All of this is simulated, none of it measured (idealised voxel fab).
Process module, titled voxel capacitor over wiring
Pictured: cross-section cut, 165 nm wide, on a grid of 5 nm square cells.
Heads up, the way a cross-section reads in here is a grid of square cells, handed over as bands from the top down, with every band being one or more rows of cells.
What a band's entry tells you: where the top is and where the bottom is, as heights in nm, and after that what lies inside, material by material from left to right, each with its width in nm. Empty space is written as the word "empty", and a single material marked with the word "full width" occupies the band from edge to edge.
Below 0: as-received wafer, all one material; heights counted from there. Lowest band: no bottom, goes on down, written "z 0 and below".
You'd read "30 to 40" like this: the band's top row of cells is as wide as the first number, its bottom row is as wide as the second, and going down, every row changes width by the same amount as the row before did.
Given "everything unchanged" for a step, no cell of the cross-section differs between before and after that step.
Each empty space that has no open way to the top and spans at least 8 cells appears under "Fully closed voids" as width x height at distance, the distance counted from the left edge, all in nm.
Heads up: the bit after the settings on a step's line is the simulator's remark on that step.
Steps that use a mask can have "overlay nm" on their line. It says how far the mask sat to the right of where it was meant to be. Negative means to the left.

**The process steps that were planned are listed below**
1) RECEIVE [material Si]
2) CONFORMAL_DEP [material SiO2] [thk nm 15]
3) DIRECTIONAL_DEP [material TiN] [thk nm 5]
4) DIRECTIONAL_DEP [material W] [thk nm 15]
5) DIRECTIONAL_DEP [material aC] [thk nm 10]
6) PATTERN [tone cover] [mask id METAL_1] [material resist] [width nm 30] [pitch nm 80] [thk nm 25] [overlay nm 0]
7) DIRECTIONAL_ETCH [etch materials aC] [depth nm 10]
8) STRIP [etch materials resist]
9) DIRECTIONAL_ETCH [etch materials W] [depth nm 15]
10) DIRECTIONAL_ETCH [etch materials TiN] [depth nm 5]
11) STRIP [etch materials aC]
12) CONFORMAL_DEP [material SiCN] [thk nm 5]
13) FILL_DEP [material lowk] [thk nm 5]
14) CMP [height nm 35]
15) CONFORMAL_DEP [material SiCN] [thk nm 5]
16) DIRECTIONAL_DEP [material SiO2] [thk nm 15]
17) MASKED_ETCH [tone open] [mask id PLUG_1] [width nm 15] [etch materials SiO2] [depth nm 5] [overlay nm 0]
18) MASKED_ETCH [tone open] [mask id PLUG_1] [width nm 15] [etch materials SiCN] [depth nm 5] [overlay nm 0]
19) EPI [material Ru] [thk nm 10]
20) EPI [material Ru] [thk nm 10]
21) DIRECTIONAL_DEP [material TiN] [thk nm 10]
22) DIRECTIONAL_DEP [material SiN] [thk nm 5]
23) DIRECTIONAL_DEP [material TiN] [thk nm 5]
24) PATTERN [tone cover] [mask id UPPER_PLATE] [material resist] [width nm 55] [thk nm 15] [overlay nm 0]
25) DIRECTIONAL_ETCH [etch materials TiN] [depth nm 5]
26) DIRECTIONAL_ETCH [etch materials SiN] [depth nm 5]
27) STRIP [etch materials resist]
28) MASKED_ETCH [tone cover] [mask id LOWER_PLATE] [width nm 65] [etch materials TiN] [depth nm 10] [overlay nm 0]
29) FILL_DEP [material SiO2] [thk nm 15]
30) CMP [height nm 85]
31) MASKED_ETCH [tone open] [mask id PLUG_2] [width nm 15] [etch materials SiO2] [depth nm 10] [overlay nm 0]
32) CONFORMAL_DEP [material TiN] [thk nm 5]
33) FILL_DEP [material Cu] [thk nm 5]
34) CMP [height nm 85]
35) CONFORMAL_DEP [material SiN] [thk nm 5]
Across this set of wafers, the varied parameter is the depth nm of step 17. Starting conditions are identical for every wafer, and the plan reports the value assigned to the first wafer.

**Sectional view: first of several wafers, as received, after step 1**
    z 0 and below = Si full width
    Fully closed voids: none

**Basically each wafer gets a line in the table, showing it at the end of the module: material by material, the cells it gained (+) or lost (-) since we got it, then its closed voids**
depth nm 5, +1 Cu, +66 SiCN, +44 SiN, +342 SiO2, +54 TiN, +36 W, +51 lowk, Fully closed voids: none
depth nm 10, +1 Cu, +66 SiCN, +44 SiN, +342 SiO2, +54 TiN, +36 W, +51 lowk, Fully closed voids: none
depth nm 15, +1 Cu, +12 Ru, +63 SiCN, +44 SiN, +333 SiO2, +54 TiN, +36 W, +51 lowk, Fully closed voids: none
depth nm 20, +1 Cu, +12 Ru, +63 SiCN, +44 SiN, +333 SiO2, +54 TiN, +36 W, +51 lowk, Fully closed voids: none
depth nm 25, +1 Cu, +12 Ru, +63 SiCN, +44 SiN, +333 SiO2, +54 TiN, +36 W, +51 lowk, Fully closed voids: none
depth nm 30, +1 Cu, +12 Ru, +63 SiCN, +44 SiN, +333 SiO2, +54 TiN, +36 W, +51 lowk, Fully closed voids: none
